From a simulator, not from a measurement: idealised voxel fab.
You're looking at the process module voxel transistor to metal.
Pictured: cross-section cut, 140 nm wide, on a grid of 5 nm square cells.
When this document writes out a cross-section, it uses a grid of square cells and lists it as bands, beginning at the top and moving down, with a band standing for one or more rows of cells.
What a band's entry tells you: where the top is and where the bottom is, as heights in nm, and after that what lies inside, material by material from left to right, each with its width in nm. Empty space is written as the word "blank", and a single material marked with the word "edge to edge" occupies the band from edge to edge.
Heights are measured from 0, the level below which the as-received wafer is all one material; the lowest band has no bottom and continues downward, written as in "0 nm and below".
Read "30 to 40" as a graded width: first number on top, second number at the bottom, same change between each pair of neighbouring rows.
The designation "no modification", where it is given for a processing step, indicates that no cell of the cross-section was altered in the course of that step.
The label "Sealed void list" introduces a list of the empty spaces, 8 cells or larger, that have no open way up to the top; each entry in it reads width x height at distance, where the distance is taken from the left edge and all three are stated in nm.
after a step's settings: what the simulator itself notes on the step
You can add "overlay nm" to a step's line. For a step with a mask, it describes how far the mask lay to the right of its planned position, and a negative number describes a lay to the left.
# The process steps that were planned are listed below
1) op RECEIVE | material Si
2) op CONFORMAL_DEP | material SiO2 | thk nm 5
3) op CONFORMAL_DEP | material SiN | thk nm 10
4) op MASKED_ETCH | tone cover | mask id ACTIVE | width nm 95 | etch materials SiN | depth nm 10 | overlay nm 0
5) op MASKED_ETCH | tone cover | mask id ACTIVE | width nm 95 | etch materials SiO2 | depth nm 5 | overlay nm 0
6) op MASKED_ETCH | tone cover | mask id ACTIVE | width nm 95 | etch materials Si | depth nm 35 | overlay nm 0
7) op FILL_DEP | material SiO2 | thk nm 10
8) op CMP | height nm 15
9) op SELECTIVE_ETCH | etch materials SiO2 | depth nm 5
10) op STRIP | etch materials SiN
11) op SELECTIVE_ETCH | etch materials SiO2 | depth nm 5
12) op OXIDIZE | depth nm 5
13) op DIRECTIONAL_DEP | material polySi | thk nm 25
14) op DIRECTIONAL_DEP | material SiCN | thk nm 15
15) op DIRECTIONAL_DEP | material aC | thk nm 10
16) op PATTERN | tone cover | mask id GATE | material resist | width nm 15 | thk nm 25 | overlay nm 0
17) op DIRECTIONAL_ETCH | etch materials aC | depth nm 10
18) op STRIP | etch materials resist
19) op DIRECTIONAL_ETCH | etch materials SiCN | depth nm 25
20) op DIRECTIONAL_ETCH | etch materials polySi | depth nm 35
21) op STRIP | etch materials aC
22) op CONFORMAL_DEP | material SiO2 | thk nm 5
23) op DIRECTIONAL_ETCH | etch materials SiO2 | depth nm 5
24) op CONFORMAL_DEP | material SiN | thk nm 5
25) op DIRECTIONAL_ETCH | etch materials SiN | depth nm 5
26) op DIRECTIONAL_ETCH | etch materials SiO2 | depth nm 5
27) op DIRECTIONAL_ETCH | etch materials Si | depth nm 15
28) op EPI | material nSi | thk nm 20
29) op FILL_DEP | material SiO2 | thk nm 5
30) op CMP | height nm 40
31) op DIRECTIONAL_DEP | material SiO2 | thk nm 10
32) op MASKED_ETCH | tone open | mask id CONTACT | width nm 30 | pitch nm 55 | etch materials SiO2 | depth nm 35 | overlay nm 0
33) op CONFORMAL_DEP | material TiN | thk nm 5
34) op FILL_DEP | material W | thk nm 10
35) op CMP | height nm 50
36) op DIRECTIONAL_DEP | material TiN | thk nm 5
37) op DIRECTIONAL_DEP | material Ru | thk nm 20
38) op DIRECTIONAL_DEP | material aC | thk nm 15
39) op PATTERN | tone cover | mask id METAL_1 | material resist | width nm 20 | pitch nm 65 | thk nm 30 | overlay nm 0
40) op DIRECTIONAL_ETCH | etch materials aC | depth nm 15
41) op STRIP | etch materials resist
42) op DIRECTIONAL_ETCH | etch materials Ru | depth nm 20
43) op DIRECTIONAL_ETCH | etch materials TiN | depth nm 5
44) op STRIP | etch materials aC
45) op CONFORMAL_DEP | material SiCN | thk nm 5
46) op FILL_DEP | material SiO2 | thk nm 10
47) op CMP | height nm 75
48) op CONFORMAL_DEP | material SiN | thk nm 5
# Cross-section of the wafer upon arrival, representing the state reached after step 1
    0 nm and below  Si edge to edge
    Sealed void list: none
# What the wafer looks like in cross-section after this module, when it starts as shown above and follows the plan above but one mistake is made in running it
    80 nm to 75 nm  SiN edge to edge
    75 nm to 55 nm  Ru (25), then SiCN (5), then SiO2 (10), then SiCN (5), then Ru (45), then SiCN (5), then SiO2 (10), then SiCN (5), then Ru (30)
    55 nm to 50 nm  TiN (25), then SiCN (20), then TiN (45), then SiCN (20), then TiN (30)
    50 nm to 40 nm  SiO2 (25), then TiN (5), then W (20 to 15), then TiN (5 to 10), then SiO2 (25), then TiN (5 to 10), then W (20 to 15), then TiN (5), then SiO2 (30)
    40 nm to 25 nm  SiO2 (25), then TiN (5), then W (15), then TiN (5), then SiN (5), then SiO2 (5), then SiCN (15), then SiO2 (5), then SiN (5), then TiN (5), then W (15), then TiN (5), then SiO2 (30)
    25 nm to 20 nm  SiO2 (25), then TiN (5), then W (15), then TiN (5), then SiN (5), then SiO2 (5), then polySi (15), then SiO2 (5), then SiN (5), then TiN (5), then W (15), then TiN (5), then SiO2 (30)
    20 nm to 15 nm  SiO2 (25), then TiN (25), then SiN (5), then SiO2 (5), then polySi (15), then SiO2 (5), then SiN (5), then TiN (25), then SiO2 (30)
    15 nm to 5 nm  SiO2 (15), then nSi (35), then SiN (5), then SiO2 (5), then polySi (15), then SiO2 (5), then SiN (5), then nSi (35), then SiO2 (20)
    5 nm to 0 nm  SiO2 (15), then nSi (5), then SiN (5), then nSi (25), then SiN (5), then SiO2 (5), then polySi (15), then SiO2 (5), then SiN (5), then nSi (25), then SiN (5), then nSi (5), then SiO2 (20)
    0 nm to -5 nm  SiO2 (25), then nSi (25), then SiO2 (35), then nSi (25), then SiO2 (30)
    -5 nm to -20 nm  SiO2 (20), then Si (5), then nSi (25), then Si (35), then nSi (25), then Si (5), then SiO2 (25)
    -20 nm to -35 nm  SiO2 (20), then Si (95), then SiO2 (25)
    -35 nm and below  Si edge to edge
    Sealed void list: none
Diagnosis: step 39 deviated from plan and actually ran as op PATTERN | tone open | mask id METAL_1 | material resist | width nm 20 | pitch nm 65 | thk nm 30 | overlay nm 0
